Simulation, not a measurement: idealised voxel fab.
The document below concerns the process module designated voxel self aligned vias.
Square cells of 5 nm make up the cross-section cut, whose width is 235 nm.
Cross-section, as written here: a square-cell grid given band by band from the top down, where a band holds one or more rows of cells.
Look at the band entry: it leads with the top's height and the bottom's height in nm. Then it lists the materials left to right, with a width in nm for each. The word "all across" on a single material says that material fills the band edge to edge. The word "blank" is empty space.
Zero point of the height axis is 0; under it, received wafer = one material. Lowest band: continues down indefinitely, "top 0, no bottom".
A width given as "30 to 40" starts at the first number in the band's top row and ends at the second number in its bottom row, shifting by an equal amount at every step from row to row.
"nothing got changed" (step): cross-section cells unchanged, all of them.
Look at "Trapped cavities" for the closed voids: empty spaces with no open path to the top, sized 8 cells or up. Each is width x height at distance, distance from the left edge, all nm.
On each step's line, the part that comes after the settings is the simulator's own comment on the step.
You can add "overlay nm" to a step's line. For a step with a mask, it describes how far the mask lay to the right of its planned position, and a negative number describes a lay to the left.

-- The process steps that were planned are listed below
1,RECEIVE (material Si)
2,CONFORMAL_DEP (material SiO2; thk nm 15)
3,CONFORMAL_DEP (material SiCN; thk nm 5)
4,DIRECTIONAL_DEP (material SiO2; thk nm 30)
5,MASKED_ETCH (tone open; mask id LINES; width nm 25; pitch nm 60; etch materials SiO2; depth nm 30; overlay nm 0)
6,CONFORMAL_DEP (material TiN; thk nm 5)
7,FILL_DEP (material W; thk nm 10)
8,CMP (height nm 50)
9,SELECTIVE_ETCH (etch materials W Ru TiN; depth nm 5)
10,FILL_DEP (material SiN; thk nm 5)
11,CMP (height nm 50)
12,DIRECTIONAL_DEP (material SiO2; thk nm 15)
13,MASKED_ETCH (tone open; mask id VIAS; width nm 35; pitch nm 60; etch materials SiO2; depth nm 15; overlay nm 0)
14,MASKED_ETCH (tone open; mask id VIAS; width nm 35; pitch nm 60; etch materials SiN; depth nm 5; overlay nm 0)
15,CONFORMAL_DEP (material TiN; thk nm 5)
16,FILL_DEP (material Cu; thk nm 5)
17,CMP (height nm 65)
18,CONFORMAL_DEP (material SiCN; thk nm 5)

-- as received, after step 1
* top 0, no bottom  Si all across
* Trapped cavities: none

-- Here's the wafer cut in cross-section after the module, started and planned just like above, except one thing was done wrong in the run
* top 80, bottom 65  SiCN all across
* top 65, bottom 55  70 of SiO2, 5 of TiN, 25 of Cu, 5 of TiN, 25 of SiO2, 5 of TiN, 25 of Cu, 5 of TiN, 70 of SiO2
* top 55, bottom 50  70 of SiO2, 10 of TiN, 15 of Cu, 10 of TiN, 25 of SiO2, 10 of TiN, 15 of Cu, 10 of TiN, 70 of SiO2
* top 50, bottom 45  75 of SiO2, 25 of TiN, 35 of SiO2, 25 of TiN, 75 of SiO2
* top 45, bottom 25  75 of SiO2, 5 of TiN, 15 of W, 5 of TiN, 35 of SiO2, 5 of TiN, 15 of W, 5 of TiN, 75 of SiO2
* top 25, bottom 20  75 of SiO2, 25 of TiN, 35 of SiO2, 25 of TiN, 75 of SiO2
* top 20, bottom 15  SiCN all across
* top 15, bottom 0  SiO2 all across
* top 0, no bottom  Si all across
* Trapped cavities: none
What was done differently from what was planned? planned and actual differ for step 18; actual: CONFORMAL_DEP (material SiCN; thk nm 15)
